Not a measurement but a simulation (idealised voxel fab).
voxel capacitor over wiring: a process module
FYI the section here is cut, 170 nm wide, cells are 5 nm squares.
This document writes a cross-section as a grid whose cells are square, and gives it as bands, listed from the top down; one or more rows of cells form a band. Basically the band line says how high the top is and how high the bottom is, in nm, and then what's in it from left to right, every material with its width in nm. Empty space shows up as "air", and if a single material carries "throughout" it runs the full band edge to edge. Measure heights from 0. That's the level where, below it, the as-received wafer is all one material. The lowest band is bottomless and extends downward; write it as in "top 0, no bottom". The expression "30->40" gives the width at the extremes of the band, the first number at its top row of cells and the second at its bottom row, with the width changing by equal amounts from each row to the next in between. It should be understood that the words "no modification", when stated for a given step, signify that the cross-section underwent no change in any of its cells during that step. "Cavities, sealed" - sealed voids, min. 8 cells, no opening to top; format: width x height at distance (distance from left edge; nm throughout). On each step's line, the part that comes after the settings is the simulator's own comment on the step. "overlay nm" answers the question of how far to the right of plan the mask lay on a step that has a mask, and when it is negative the answer is to the left.

Here's what the planned process steps look like:
1. RECEIVE,material Si
2. CONFORMAL_DEP,material SiO2,thk nm 10
3. DIRECTIONAL_DEP,material TiN,thk nm 5
4. DIRECTIONAL_DEP,material Ru,thk nm 15
5. PATTERN,tone cover,mask id METAL_1,material resist,width nm 25,pitch nm 85,thk nm 15,overlay nm 0
6. DIRECTIONAL_ETCH,etch materials Ru,depth nm 15
7. DIRECTIONAL_ETCH,etch materials TiN,depth nm 5
8. STRIP,etch materials resist
9. FILL_DEP,material lowk,thk nm 10
10. CMP,height nm 30
11. CONFORMAL_DEP,material SiCN,thk nm 5
12. DIRECTIONAL_DEP,material lowk,thk nm 10
13. PATTERN,tone open,mask id PLUG_1,material resist,width nm 15,thk nm 15,overlay nm 0
14. DIRECTIONAL_ETCH,etch materials lowk,depth nm 10
15. DIRECTIONAL_ETCH,etch materials SiCN,depth nm 5
16. STRIP,etch materials resist
17. EPI,material Ru,thk nm 10
18. EPI,material Ru,thk nm 5
19. DIRECTIONAL_DEP,material TiN,thk nm 10
20. DIRECTIONAL_DEP,material Al2O3,thk nm 5
21. DIRECTIONAL_DEP,material TiN,thk nm 5
22. MASKED_ETCH,tone cover,mask id UPPER_PLATE,width nm 65,etch materials TiN,depth nm 5,overlay nm 0
23. MASKED_ETCH,tone cover,mask id UPPER_PLATE,width nm 65,etch materials Al2O3,depth nm 5,overlay nm 0
24. DIRECTIONAL_DEP,material aC,thk nm 15
25. PATTERN,tone cover,mask id LOWER_PLATE,material resist,width nm 75,thk nm 35,overlay nm 0
26. DIRECTIONAL_ETCH,etch materials aC,depth nm 15
27. STRIP,etch materials resist
28. DIRECTIONAL_ETCH,etch materials TiN,depth nm 10
29. STRIP,etch materials aC
30. FILL_DEP,material SiO2,thk nm 20
31. CMP,height nm 80
32. DIRECTIONAL_DEP,material aC,thk nm 15
33. PATTERN,tone open,mask id PLUG_2,material resist,width nm 15,thk nm 30,overlay nm 0
34. DIRECTIONAL_ETCH,etch materials aC,depth nm 15
35. STRIP,etch materials resist
36. DIRECTIONAL_ETCH,etch materials SiO2,depth nm 15
37. STRIP,etch materials aC
38. CONFORMAL_DEP,material TiN,thk nm 5
39. FILL_DEP,material Cu,thk nm 5
40. CMP,height nm 80
41. CONFORMAL_DEP,material SiN,thk nm 5

First of the two wafers, run per plan:

As-received wafer cross-section (after step 1):
- top 0, no bottom: Si throughout
- Cavities, sealed: none

Step 2 complete: cross-section through the wafer:
- top 10, bottom 0: SiO2 throughout
- For the remainder of the cross-section, below 0, there is no change.

Step 3 complete: cross-section through the wafer:
- top 15, bottom 10: TiN throughout
- For the remainder of the cross-section, below 10, there is no change.

Step 4 complete: cross-section through the wafer:
- top 30, bottom 15: Ru throughout
- For the remainder of the cross-section, below 15, there is no change.

Step 5 complete: cross-section through the wafer:
- top 45, bottom 30: air: 30, then resist: 25, then air: 60, then resist: 25, then air: 30
- For the remainder of the cross-section, below 30, there is no change.

Step 6 complete: cross-section through the wafer:
- top 45, bottom 30: air: 30, then resist: 25, then air: 60, then resist: 25, then air: 30
- top 30, bottom 15: air: 30, then Ru: 25, then air: 60, then Ru: 25, then air: 30
- For the remainder of the cross-section, below 15, there is no change.

Step 7 complete: cross-section through the wafer:
- top 45, bottom 30: air: 30, then resist: 25, then air: 60, then resist: 25, then air: 30
- top 30, bottom 15: air: 30, then Ru: 25, then air: 60, then Ru: 25, then air: 30
- top 15, bottom 10: air: 30, then TiN: 25, then air: 60, then TiN: 25, then air: 30
- For the remainder of the cross-section, below 10, there is no change.

Step 8 complete: cross-section through the wafer:
- top 30, bottom 15: air: 30, then Ru: 25, then air: 60, then Ru: 25, then air: 30
- For the remainder of the cross-section, below 15, there is no change.

Step 9 complete: cross-section through the wafer:
- top 40, bottom 30: lowk throughout
- top 30, bottom 15: lowk: 30, then Ru: 25, then lowk: 60, then Ru: 25, then lowk: 30
- top 15, bottom 10: lowk: 30, then TiN: 25, then lowk: 60, then TiN: 25, then lowk: 30
- For the remainder of the cross-section, below 10, there is no change.

Step 10 complete: cross-section through the wafer:
- top 30, bottom 15: lowk: 30, then Ru: 25, then lowk: 60, then Ru: 25, then lowk: 30
- For the remainder of the cross-section, below 15, there is no change.

Step 11 complete: cross-section through the wafer:
- top 35, bottom 30: SiCN throughout
- For the remainder of the cross-section, below 30, there is no change.

Step 12 complete: cross-section through the wafer:
- top 45, bottom 35: lowk throughout
- For the remainder of the cross-section, below 35, there is no change.

Step 13 complete: cross-section through the wafer:
- top 60, bottom 45: resist: 40, then air: 15, then resist: 115
- For the remainder of the cross-section, below 45, there is no change.

Step 14 complete: cross-section through the wafer:
- top 60, bottom 45: resist: 40, then air: 15, then resist: 115
- top 45, bottom 35: lowk: 40, then air: 15, then lowk: 115
- For the remainder of the cross-section, below 35, there is no change.

Step 15 complete: cross-section through the wafer:
- top 60, bottom 45: resist: 40, then air: 15, then resist: 115
- top 45, bottom 35: lowk: 40, then air: 15, then lowk: 115
- top 35, bottom 30: SiCN: 40, then air: 15, then SiCN: 115
- For the remainder of the cross-section, below 30, there is no change.

Step 16 complete: cross-section through the wafer:
- top 45, bottom 35: lowk: 40, then air: 15, then lowk: 115
- For the remainder of the cross-section, below 35, there is no change.

Step 17 complete: cross-section through the wafer:
- top 45, bottom 40: lowk: 40, then air: 15, then lowk: 115
- top 40, bottom 35: lowk: 40, then Ru: 15, then lowk: 115
- top 35, bottom 30: SiCN: 40, then Ru: 15, then SiCN: 115
- For the remainder of the cross-section, below 30, there is no change.

Step 18 complete: cross-section through the wafer:
- top 45, bottom 35: lowk: 40, then Ru: 15, then lowk: 115
- For the remainder of the cross-section, below 35, there is no change.

Step 19 complete: cross-section through the wafer:
- top 55, bottom 45: TiN throughout
- For the remainder of the cross-section, below 45, there is no change.

Step 20 complete: cross-section through the wafer:
- top 60, bottom 55: Al2O3 throughout
- For the remainder of the cross-section, below 55, there is no change.

Step 21 complete: cross-section through the wafer:
- top 65, bottom 60: TiN throughout
- For the remainder of the cross-section, below 60, there is no change.

Step 22 complete: cross-section through the wafer:
- top 65, bottom 60: air: 40, then TiN: 65, then air: 65
- For the remainder of the cross-section, below 60, there is no change.

Step 23 complete: cross-section through the wafer:
- top 65, bottom 60: air: 40, then TiN: 65, then air: 65
- top 60, bottom 55: air: 40, then Al2O3: 65, then air: 65
- For the remainder of the cross-section, below 55, there is no change.

Step 24 complete: cross-section through the wafer:
- top 80, bottom 70: air: 40, then aC: 65, then air: 65
- top 70, bottom 65: aC throughout
- top 65, bottom 60: aC: 40, then TiN: 65, then aC: 65
- top 60, bottom 55: aC: 40, then Al2O3: 65, then aC: 65
- For the remainder of the cross-section, below 55, there is no change.

Step 25 complete: cross-section through the wafer:
- top 115, bottom 80: air: 35, then resist: 75, then air: 60
- top 80, bottom 70: air: 35, then resist: 5, then aC: 65, then resist: 5, then air: 60
- For the remainder of the cross-section, below 70, there is no change.

Step 26 complete: cross-section through the wafer:
- top 100, bottom 80: air: 35, then resist: 75, then air: 60
- top 80, bottom 70: air: 35, then resist: 5, then aC: 65, then resist: 5, then air: 60
- top 70, bottom 65: air: 35, then aC: 75, then air: 60
- top 65, bottom 60: air: 35, then aC: 5, then TiN: 65, then aC: 5, then air: 60
- top 60, bottom 55: air: 35, then aC: 5, then Al2O3: 65, then aC: 5, then air: 60
- For the remainder of the cross-section, below 55, there is no change.

Step 27 complete: cross-section through the wafer:
- top 80, bottom 70: air: 40, then aC: 65, then air: 65
- For the remainder of the cross-section, below 70, there is no change.

Step 28 complete: cross-section through the wafer:
- top 80, bottom 70: air: 40, then aC: 65, then air: 65
- top 70, bottom 65: air: 35, then aC: 75, then air: 60
- top 65, bottom 60: air: 35, then aC: 5, then TiN: 65, then aC: 5, then air: 60
- top 60, bottom 55: air: 35, then aC: 5, then Al2O3: 65, then aC: 5, then air: 60
- top 55, bottom 45: air: 35, then TiN: 75, then air: 60
- For the remainder of the cross-section, below 45, there is no change.

Step 29 complete: cross-section through the wafer:
- top 65, bottom 60: air: 40, then TiN: 65, then air: 65
- top 60, bottom 55: air: 40, then Al2O3: 65, then air: 65
- For the remainder of the cross-section, below 55, there is no change.

Step 30 complete: cross-section through the wafer:
- top 85, bottom 65: SiO2 throughout
- top 65, bottom 60: SiO2: 40, then TiN: 65, then SiO2: 65
- top 60, bottom 55: SiO2: 40, then Al2O3: 65, then SiO2: 65
- top 55, bottom 45: SiO2: 35, then TiN: 75, then SiO2: 60
- For the remainder of the cross-section, below 45, there is no change.

Step 31 complete: cross-section through the wafer:
- top 80, bottom 65: SiO2 throughout
- For the remainder of the cross-section, below 65, there is no change.

Step 32 complete: cross-section through the wafer:
- top 95, bottom 80: aC throughout
- For the remainder of the cross-section, below 80, there is no change.

Step 33 complete: cross-section through the wafer:
- top 125, bottom 95: resist: 50, then air: 15, then resist: 105
- For the remainder of the cross-section, below 95, there is no change.

Step 34 complete: cross-section through the wafer:
- top 110, bottom 95: resist: 50, then air: 15, then resist: 105
- top 95, bottom 80: aC: 50, then air: 15, then aC: 105
- For the remainder of the cross-section, below 80, there is no change.

Step 35 complete: cross-section through the wafer:
- top 95, bottom 80: aC: 50, then air: 15, then aC: 105
- For the remainder of the cross-section, below 80, there is no change.

Step 36 complete: cross-section through the wafer:
- top 95, bottom 80: aC: 50, then air: 15, then aC: 105
- top 80, bottom 65: SiO2: 50, then air: 15, then SiO2: 105
- For the remainder of the cross-section, below 65, there is no change.

Step 37 complete: cross-section through the wafer:
- top 80, bottom 65: SiO2: 50, then air: 15, then SiO2: 105
- For the remainder of the cross-section, below 65, there is no change.

Step 38 complete: cross-section through the wafer:
- top 85, bottom 80: TiN: 55, then air: 5, then TiN: 110
- top 80, bottom 70: SiO2: 50, then TiN: 5, then air: 5, then TiN: 5, then SiO2: 105
- top 70, bottom 60: SiO2: 50->40, then TiN: 15->65, then SiO2: 105->65
- For the remainder of the cross-section, below 60, there is no change.

Step 39 complete: cross-section through the wafer:
- top 90, bottom 85: Cu throughout
- top 85, bottom 80: TiN: 55, then Cu: 5, then TiN: 110
- top 80, bottom 70: SiO2: 50, then TiN: 5, then Cu: 5, then TiN: 5, then SiO2: 105
- For the remainder of the cross-section, below 70, there is no change.

Step 40 complete: cross-section through the wafer:
- top 80, bottom 70: SiO2: 50, then TiN: 5, then Cu: 5, then TiN: 5, then SiO2: 105
- For the remainder of the cross-section, below 70, there is no change.

Step 41 complete: cross-section through the wafer:
- top 85, bottom 80: SiN throughout
- For the remainder of the cross-section, below 80, there is no change.

What follows concerns the second wafer, which started out like the first and was meant to follow the very same plan; one mistake crept in when it was run, but everything up to and including step 4 is the same as for the first wafer:

Cross-section of the second wafer at the time step 5 of the plan should have ended:
- top 45, bottom 30: air: 25, then resist: 35, then air: 50, then resist: 35, then air: 25
- For the remainder of the cross-section, below 30, there is no change.

Cross-section of the second wafer at the time step 6 of the plan should have ended:
- top 45, bottom 30: air: 25, then resist: 35, then air: 50, then resist: 35, then air: 25
- top 30, bottom 15: air: 25, then Ru: 35, then air: 50, then Ru: 35, then air: 25
- For the remainder of the cross-section, below 15, there is no change.

Cross-section of the second wafer at the time step 7 of the plan should have ended:
- top 45, bottom 30: air: 25, then resist: 35, then air: 50, then resist: 35, then air: 25
- top 30, bottom 15: air: 25, then Ru: 35, then air: 50, then Ru: 35, then air: 25
- top 15, bottom 10: air: 25, then TiN: 35, then air: 50, then TiN: 35, then air: 25
- For the remainder of the cross-section, below 10, there is no change.

Cross-section of the second wafer at the time step 8 of the plan should have ended:
- top 30, bottom 15: air: 25, then Ru: 35, then air: 50, then Ru: 35, then air: 25
- For the remainder of the cross-section, below 15, there is no change.

Cross-section of the second wafer at the time step 9 of the plan should have ended:
- top 40, bottom 30: lowk throughout
- top 30, bottom 15: lowk: 25, then Ru: 35, then lowk: 50, then Ru: 35, then lowk: 25
- top 15, bottom 10: lowk: 25, then TiN: 35, then lowk: 50, then TiN: 35, then lowk: 25
- For the remainder of the cross-section, below 10, there is no change.

Cross-section of the second wafer at the time step 10 of the plan should have ended:
- top 30, bottom 15: lowk: 25, then Ru: 35, then lowk: 50, then Ru: 35, then lowk: 25
- For the remainder of the cross-section, below 15, there is no change.

Cross-section of the second wafer at the time step 11 of the plan should have ended:
- top 35, bottom 30: SiCN throughout
- For the remainder of the cross-section, below 30, there is no change.

Cross-section of the second wafer at the time step 12 of the plan should have ended:
- top 45, bottom 35: lowk throughout
- For the remainder of the cross-section, below 35, there is no change.

Cross-section of the second wafer at the time step 13 of the plan should have ended:
- top 60, bottom 45: resist: 40, then air: 15, then resist: 115
- For the remainder of the cross-section, below 45, there is no change.

Cross-section of the second wafer at the time step 14 of the plan should have ended:
- top 60, bottom 45: resist: 40, then air: 15, then resist: 115
- top 45, bottom 35: lowk: 40, then air: 15, then lowk: 115
- For the remainder of the cross-section, below 35, there is no change.

Cross-section of the second wafer at the time step 15 of the plan should have ended:
- top 60, bottom 45: resist: 40, then air: 15, then resist: 115
- top 45, bottom 35: lowk: 40, then air: 15, then lowk: 115
- top 35, bottom 30: SiCN: 40, then air: 15, then SiCN: 115
- For the remainder of the cross-section, below 30, there is no change.

Cross-section of the second wafer at the time step 16 of the plan should have ended:
- top 45, bottom 35: lowk: 40, then air: 15, then lowk: 115
- For the remainder of the cross-section, below 35, there is no change.

Cross-section of the second wafer at the time step 17 of the plan should have ended:
- top 45, bottom 40: lowk: 40, then air: 15, then lowk: 115
- top 40, bottom 35: lowk: 40, then Ru: 15, then lowk: 115
- top 35, bottom 30: SiCN: 40, then Ru: 15, then SiCN: 115
- For the remainder of the cross-section, below 30, there is no change.

Cross-section of the second wafer at the time step 18 of the plan should have ended:
- top 45, bottom 35: lowk: 40, then Ru: 15, then lowk: 115
- For the remainder of the cross-section, below 35, there is no change.

Cross-section of the second wafer at the time step 19 of the plan should have ended:
- top 55, bottom 45: TiN throughout
- For the remainder of the cross-section, below 45, there is no change.

Cross-section of the second wafer at the time step 20 of the plan should have ended:
- top 60, bottom 55: Al2O3 throughout
- For the remainder of the cross-section, below 55, there is no change.

Cross-section of the second wafer at the time step 21 of the plan should have ended:
- top 65, bottom 60: TiN throughout
- For the remainder of the cross-section, below 60, there is no change.

Cross-section of the second wafer at the time step 22 of the plan should have ended:
- top 65, bottom 60: air: 40, then TiN: 65, then air: 65
- For the remainder of the cross-section, below 60, there is no change.

Cross-section of the second wafer at the time step 23 of the plan should have ended:
- top 65, bottom 60: air: 40, then TiN: 65, then air: 65
- top 60, bottom 55: air: 40, then Al2O3: 65, then air: 65
- For the remainder of the cross-section, below 55, there is no change.

Cross-section of the second wafer at the time step 24 of the plan should have ended:
- top 80, bottom 70: air: 40, then aC: 65, then air: 65
- top 70, bottom 65: aC throughout
- top 65, bottom 60: aC: 40, then TiN: 65, then aC: 65
- top 60, bottom 55: aC: 40, then Al2O3: 65, then aC: 65
- For the remainder of the cross-section, below 55, there is no change.

Cross-section of the second wafer at the time step 25 of the plan should have ended:
- top 115, bottom 80: air: 35, then resist: 75, then air: 60
- top 80, bottom 70: air: 35, then resist: 5, then aC: 65, then resist: 5, then air: 60
- For the remainder of the cross-section, below 70, there is no change.

Cross-section of the second wafer at the time step 26 of the plan should have ended:
- top 100, bottom 80: air: 35, then resist: 75, then air: 60
- top 80, bottom 70: air: 35, then resist: 5, then aC: 65, then resist: 5, then air: 60
- top 70, bottom 65: air: 35, then aC: 75, then air: 60
- top 65, bottom 60: air: 35, then aC: 5, then TiN: 65, then aC: 5, then air: 60
- top 60, bottom 55: air: 35, then aC: 5, then Al2O3: 65, then aC: 5, then air: 60
- For the remainder of the cross-section, below 55, there is no change.

Cross-section of the second wafer at the time step 27 of the plan should have ended:
- top 80, bottom 70: air: 40, then aC: 65, then air: 65
- For the remainder of the cross-section, below 70, there is no change.

Cross-section of the second wafer at the time step 28 of the plan should have ended:
- top 80, bottom 70: air: 40, then aC: 65, then air: 65
- top 70, bottom 65: air: 35, then aC: 75, then air: 60
- top 65, bottom 60: air: 35, then aC: 5, then TiN: 65, then aC: 5, then air: 60
- top 60, bottom 55: air: 35, then aC: 5, then Al2O3: 65, then aC: 5, then air: 60
- top 55, bottom 45: air: 35, then TiN: 75, then air: 60
- For the remainder of the cross-section, below 45, there is no change.

Cross-section of the second wafer at the time step 29 of the plan should have ended:
- top 65, bottom 60: air: 40, then TiN: 65, then air: 65
- top 60, bottom 55: air: 40, then Al2O3: 65, then air: 65
- For the remainder of the cross-section, below 55, there is no change.

Cross-section of the second wafer at the time step 30 of the plan should have ended:
- top 85, bottom 65: SiO2 throughout
- top 65, bottom 60: SiO2: 40, then TiN: 65, then SiO2: 65
- top 60, bottom 55: SiO2: 40, then Al2O3: 65, then SiO2: 65
- top 55, bottom 45: SiO2: 35, then TiN: 75, then SiO2: 60
- For the remainder of the cross-section, below 45, there is no change.

Cross-section of the second wafer at the time step 31 of the plan should have ended:
- top 80, bottom 65: SiO2 throughout
- For the remainder of the cross-section, below 65, there is no change.

Cross-section of the second wafer at the time step 32 of the plan should have ended:
- top 95, bottom 80: aC throughout
- For the remainder of the cross-section, below 80, there is no change.

Cross-section of the second wafer at the time step 33 of the plan should have ended:
- top 125, bottom 95: resist: 50, then air: 15, then resist: 105
- For the remainder of the cross-section, below 95, there is no change.

Cross-section of the second wafer at the time step 34 of the plan should have ended:
- top 110, bottom 95: resist: 50, then air: 15, then resist: 105
- top 95, bottom 80: aC: 50, then air: 15, then aC: 105
- For the remainder of the cross-section, below 80, there is no change.

Cross-section of the second wafer at the time step 35 of the plan should have ended:
- top 95, bottom 80: aC: 50, then air: 15, then aC: 105
- For the remainder of the cross-section, below 80, there is no change.

Cross-section of the second wafer at the time step 36 of the plan should have ended:
- top 95, bottom 80: aC: 50, then air: 15, then aC: 105
- top 80, bottom 65: SiO2: 50, then air: 15, then SiO2: 105
- For the remainder of the cross-section, below 65, there is no change.

Cross-section of the second wafer at the time step 37 of the plan should have ended:
- top 80, bottom 65: SiO2: 50, then air: 15, then SiO2: 105
- For the remainder of the cross-section, below 65, there is no change.

Cross-section of the second wafer at the time step 38 of the plan should have ended:
- top 85, bottom 80: TiN: 55, then air: 5, then TiN: 110
- top 80, bottom 70: SiO2: 50, then TiN: 5, then air: 5, then TiN: 5, then SiO2: 105
- top 70, bottom 60: SiO2: 50->40, then TiN: 15->65, then SiO2: 105->65
- For the remainder of the cross-section, below 60, there is no change.

Cross-section of the second wafer at the time step 39 of the plan should have ended:
- top 90, bottom 85: Cu throughout
- top 85, bottom 80: TiN: 55, then Cu: 5, then TiN: 110
- top 80, bottom 70: SiO2: 50, then TiN: 5, then Cu: 5, then TiN: 5, then SiO2: 105
- For the remainder of the cross-section, below 70, there is no change.

Cross-section of the second wafer at the time step 40 of the plan should have ended:
- top 80, bottom 70: SiO2: 50, then TiN: 5, then Cu: 5, then TiN: 5, then SiO2: 105
- For the remainder of the cross-section, below 70, there is no change.

Cross-section of the second wafer at the time step 41 of the plan should have ended:
- top 85, bottom 80: SiN throughout
- For the remainder of the cross-section, below 80, there is no change.
Misprocessing identified: in deviation from the planned setting, step 5 was conducted as PATTERN,tone cover,mask id METAL_1,material resist,width nm 35,pitch nm 85,thk nm 15,overlay nm 0
The closing comparison, in cells, has the second wafer with more or fewer of some materials than the first: Ru: 12 more; TiN: 4 more; lowk: 16 fewer
